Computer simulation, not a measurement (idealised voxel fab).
This section sets out a process module, namely voxel air gaps.
Cross-section cut spans 275 nm and uses square cells 5 nm in size.
Reading order for cross-sections: top band down to bottom band. Underlying form: a grid of square cells. Band size: one or more rows of cells. Top, bottom (nm), then materials left to right with widths (nm); lone material tagged "edge to edge" fills the whole band edge to edge; "air" = empty space. It should be noted that heights are counted from 0, beneath which the wafer as supplied is of one material throughout, and that the lowest band possesses no lower boundary but continues downward, as written in "0..down". Graded width ("30->40"): value in top row of band = first number; value in bottom row = second number; row-to-row change constant. "no alteration" -> step changed no cross-section cell. "Enclosed cavity list" specifies each empty space that is not open to the top and that occupies no fewer than 8 cells, using the form width x height at distance, the distance measured from the left edge and all three quantities in nm. Whatever follows a step's settings on its line is a remark the simulator itself makes about that step. For masked steps, "overlay nm" on the step line gives how far right of plan the mask actually lay; a minus sign means it lay to the left.
## Intended process steps
- 1: RECEIVE | material Si
- 2: CONFORMAL_DEP | material SiO2 | thk nm 10
- 3: CONFORMAL_DEP | material SiN | thk nm 5
- 4: DIRECTIONAL_DEP | material SiO2 | thk nm 35
- 5: MASKED_ETCH | tone open | mask id LINES | width nm 20 | pitch nm 50 | etch materials SiO2 | depth nm 35 | overlay nm 0
- 6: CONFORMAL_DEP | material TiN | thk nm 5
- 7: FILL_DEP | material W | thk nm 10
- 8: CMP | height nm 50
- 9: EPI | material Ru | thk nm 10
- 10: SELECTIVE_ETCH | etch materials SiO2 | depth nm 45
- 11: CONFORMAL_DEP | material SiN | thk nm 5
## The cross-section here shows the wafer as received, i.e. in its state after step 1
0..down = Si edge to edge
Enclosed cavity list: none
## Figure: cross-sectional view of the wafer upon completion of the module, processed from the initial state and according to the plan depicted above, with one error introduced during execution
65..60 = air: 35  SiN: 205  air: 35
60..50 = air: 35  SiN: 5  Ru: 45  SiN: 5  Ru: 45  SiN: 5  Ru: 45  SiN: 5  Ru: 45  SiN: 5  air: 35
50..45 = air: 35  SiN: 15  TiN: 5  W: 15  TiN: 5  SiN: 25  TiN: 5  W: 15  TiN: 5  SiN: 25  TiN: 5  W: 15  TiN: 5  SiN: 25  TiN: 5  W: 15  TiN: 5  SiN: 15  air: 35
45..20 = air: 45  SiN: 5  TiN: 5  W: 15  TiN: 5  SiN: 5  air: 15  SiN: 5  TiN: 5  W: 15  TiN: 5  SiN: 5  air: 15  SiN: 5  TiN: 5  W: 15  TiN: 5  SiN: 5  air: 15  SiN: 5  TiN: 5  W: 15  TiN: 5  SiN: 5  air: 45
20..15 = SiN: 50  TiN: 25  SiN: 25  TiN: 25  SiN: 25  TiN: 25  SiN: 25  TiN: 25  SiN: 50
15..10 = SiN edge to edge
10..0 = SiO2 edge to edge
0..down = Si edge to edge
Enclosed cavity list: 15 x 25 at 80; 15 x 25 at 130; 15 x 25 at 180
The plan and the run diverged here: step 5 ran with different settings than intended, the actual operation and settings being MASKED_ETCH | tone open | mask id LINES | width nm 25 | pitch nm 50 | etch materials SiO2 | depth nm 35 | overlay nm 0
